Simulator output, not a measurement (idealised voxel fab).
A process module follows: voxel spacer lines.
Square cell edge 5 nm, section width 185 nm, ID cut.
Square cells in a grid make up a cross-section in this document, and the grid is given as bands, listed from the top down, each one or more rows of cells.
It is stipulated that each band's entry specify, in nanometres, the height of the top of the band and then that of its bottom, followed by the materials of the band in left-to-right sequence, each together with its width in nanometres. A single material marked by the word "full width" is understood to fill the band from edge to edge; the word "blank" is understood to denote empty space.
For the purposes of this specification, 0 denotes the height below which the wafer in its as-received condition is composed wholly of one material, and the lowermost band, lacking a lower limit, extends downward without end, as expressed in "0 and below".
With a width like "30 to 40", each row of cells in the band differs from the next by the same amount, the top row carrying the first number and the bottom row the second.
Any step labelled "everything unchanged" changed none of the cells in the cross-section.
The label "Enclosed empty spaces" introduces a list of the empty spaces, 8 cells or larger, that have no open way up to the top; each entry in it reads width x height at distance, where the distance is taken from the left edge and all three are stated in nm.
If you see something after the settings on a step's line, that's the simulator's own remark about that step.
When a step includes a mask, the "overlay nm" setting on its line states how far to the right of its planned place that mask lay, and negative values state how far to the left.

# The steps planned for the process are as follows
1: RECEIVE with material Si
2: CONFORMAL_DEP with material Al2O3, thk nm 10
3: DIRECTIONAL_DEP with material SiN, thk nm 10
4: DIRECTIONAL_DEP with material polySi, thk nm 30
5: PATTERN with tone cover, mask id MANDREL, material resist, width nm 20, pitch nm 60, thk nm 40, overlay nm 0
6: DIRECTIONAL_ETCH with etch materials polySi, depth nm 30
7: STRIP with etch materials resist
8: CONFORMAL_DEP with material SiO2, thk nm 10
9: DIRECTIONAL_ETCH with etch materials SiO2, depth nm 10
10: STRIP with etch materials polySi
11: DIRECTIONAL_ETCH with etch materials SiN, depth nm 10
12: STRIP with etch materials SiO2

# Cross-section of the wafer as it came to us, i.e., already through step 1
- 0 and below: Si full width
- Enclosed empty spaces: none

# The module was run from the start shown above using the plan shown above, but one mistake was made doing it; the resulting wafer cross-section is below
- 25 down to 15: blank 10, SiN 10, blank 20, SiN 10, blank 20, SiN 10, blank 20, SiN 10, blank 20, SiN 10, blank 20, SiN 10, blank 15
- 15 down to 0: Al2O3 full width
- 0 and below: Si full width
- Enclosed empty spaces: none
Where did the run depart from the plan? step 2: run off-plan, actual operation and settings CONFORMAL_DEP with material Al2O3, thk nm 15
